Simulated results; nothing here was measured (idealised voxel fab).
process module | voxel tone inversion
cross-section cut | 255 nm wide | cells 5 nm
A cross-section is a grid of square cells, given in bands from the top down. A band is one or more rows of cells.
Each band's line starts with the height of the band's top and of its bottom, in nm. Then come its materials from left to right, each with its width in nm. One material with "throughout" fills the band from edge to edge. "air" is empty space.
Height 0 is the level under which the wafer as received is all one material. The lowest band goes on downwards, as in "0 down".
A width such as "30 to 40" changes by the same amount from each row of cells to the next, from the band's top row to its bottom row.
"no change" after a step means that no cell of the cross-section changed.
closed voids: empty space of 8 cells or more with no open way to the top, each as width x height at its distance from the left edge, in nm
after a step's settings: what the simulator itself notes on the step
overlay nm, on a step with a mask: how far to the right of its planned place the mask lay; to the left if negative
plan
1 op RECEIVE | material Si
2 op CONFORMAL_DEP | material SiCN | thk nm 10
3 op DIRECTIONAL_DEP | material aC | thk nm 20
4 op PATTERN | tone cover | mask id POSTS | material resist | width nm 25 | pitch nm 50 | thk nm 25 | overlay nm 0
5 op DIRECTIONAL_ETCH | etch materials aC | depth nm 20
6 op STRIP | etch materials resist
7 op FILL_DEP | material SiO2 | thk nm 10
8 op CMP | height nm 30
9 op STRIP | etch materials aC
as received, after step 1
  0 down: Si throughout
  closed voids: none
a wafer at the end: this start, this plan, one mistake
  30 to 10: air 40 | SiO2 25 | air 25 | SiO2 25 | air 25 | SiO2 25 | air 25 | SiO2 25 | air 40
  10 to 0: SiCN throughout
  0 down: Si throughout
  closed voids: none
what went wrong: step 4 ran as: op PATTERN | tone open | mask id POSTS | material resist | width nm 25 | pitch nm 50 | thk nm 25 | overlay nm 0
